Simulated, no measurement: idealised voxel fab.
Presented below is a process module, voxel capacitor over wiring.
Square cell edge 5 nm, section width 300 nm, ID cut.
Think of the cross-section as a grid of square cells. We describe it in bands, top to bottom, and each band covers one or more rows of those cells.
Band: top and bottom heights (nm) first, top before bottom; then materials from left to right, widths in nm. "all across" marks a sole material filling the band edge to edge. "air" denotes empty space.
Note: height 0 marks the level under which the wafer is uniformly one material as received. Lowest band unbounded below, written "from 0 down".
Read "30 to 40" as a graded width: first number on top, second number at the bottom, same change between each pair of neighbouring rows.
"nothing different", as given for a step, is the statement that not any cell of the cross-section underwent a change during that step.
Empty spaces counting at least 8 cells and having no open way to the top are listed in "Voids lacking openings". The notation width x height at distance is used for each, the distance being from the left edge and all three values in nm.
It should be noted that, on the line of a given step, the content following the step's settings is a remark produced by the simulator itself with respect to that step.
A step's line can hold "overlay nm"; with a mask on that step, the setting says how far right of the planned place the mask lay, while a negative setting says it lay to the left.

The steps planned for the process are as follows
1,RECEIVE | material Si
2,CONFORMAL_DEP | material SiO2 | thk nm 15
3,DIRECTIONAL_DEP | material TiN | thk nm 5
4,DIRECTIONAL_DEP | material W | thk nm 20
5,MASKED_ETCH | tone cover | mask id METAL_1 | width nm 20 | pitch nm 85 | etch materials W | depth nm 20 | overlay nm 0
6,MASKED_ETCH | tone cover | mask id METAL_1 | width nm 20 | pitch nm 85 | etch materials TiN | depth nm 5 | overlay nm 0
7,CONFORMAL_DEP | material SiCN | thk nm 5
8,FILL_DEP | material lowk | thk nm 5
9,CMP | height nm 40
10,CONFORMAL_DEP | material SiCN | thk nm 5
11,DIRECTIONAL_DEP | material SiO2 | thk nm 20
12,PATTERN | tone open | mask id PLUG_1 | material resist | width nm 15 | thk nm 20 | overlay nm 0
13,DIRECTIONAL_ETCH | etch materials SiO2 | depth nm 20
14,DIRECTIONAL_ETCH | etch materials SiCN | depth nm 5
15,STRIP | etch materials resist
16,CONFORMAL_DEP | material TiN | thk nm 5
17,FILL_DEP | material Cu | thk nm 10
18,CMP | height nm 65
19,DIRECTIONAL_DEP | material TiN | thk nm 10
20,DIRECTIONAL_DEP | material HfO2 | thk nm 5
21,DIRECTIONAL_DEP | material TiN | thk nm 10
22,DIRECTIONAL_DEP | material aC | thk nm 15
23,PATTERN | tone cover | mask id UPPER_PLATE | material resist | width nm 70 | thk nm 30 | overlay nm 0
24,DIRECTIONAL_ETCH | etch materials aC | depth nm 15
25,STRIP | etch materials resist
26,DIRECTIONAL_ETCH | etch materials TiN | depth nm 10
27,DIRECTIONAL_ETCH | etch materials HfO2 | depth nm 5
28,STRIP | etch materials aC
29,MASKED_ETCH | tone cover | mask id LOWER_PLATE | width nm 80 | etch materials TiN | depth nm 10 | overlay nm 0
30,FILL_DEP | material SiO2 | thk nm 15
31,CMP | height nm 100
32,PATTERN | tone open | mask id PLUG_2 | material resist | width nm 15 | thk nm 20 | overlay nm 0
33,DIRECTIONAL_ETCH | etch materials SiO2 | depth nm 10
34,STRIP | etch materials resist
35,CONFORMAL_DEP | material TiN | thk nm 5
36,FILL_DEP | material W | thk nm 5
37,CMP | height nm 100
38,CONFORMAL_DEP | material SiCN | thk nm 5

Wafer at receipt (post step 1), cross-section
    from 0 down: Si all across
    Voids lacking openings: none

Cross-section at module end, one run error; start and plan unchanged from above
    from 105 to 100: SiCN all across
    from 100 to 95: 110 SiO2; 5 TiN; 5 W; 5 TiN; 175 SiO2
    from 95 to 90: 110 SiO2; 15 TiN; 175 SiO2
    from 90 to 80: 100 SiO2; 65 TiN; 135 SiO2
    from 80 to 75: 100 SiO2; 70 HfO2; 130 SiO2
    from 75 to 65: 85 SiO2; 85 TiN; 130 SiO2
    from 65 to 45: 100 SiO2; 5 TiN; 5 Cu; 5 TiN; 185 SiO2
    from 45 to 40: 100 SiCN; 15 TiN; 185 SiCN
    from 40 to 20: 90 lowk; 5 SiCN; 20 W; 5 SiCN; 55 lowk; 5 SiCN; 20 W; 5 SiCN; 95 lowk
    from 20 to 15: 95 SiCN; 20 TiN; 65 SiCN; 20 TiN; 100 SiCN
    from 15 to 0: SiO2 all across
    from 0 down: Si all across
    Voids lacking openings: none
Processing error: so step 29 ended up running with a different setting than we planned, it ran as MASKED_ETCH | tone cover | mask id LOWER_PLATE | width nm 80 | etch materials TiN | depth nm 10 | overlay nm -10
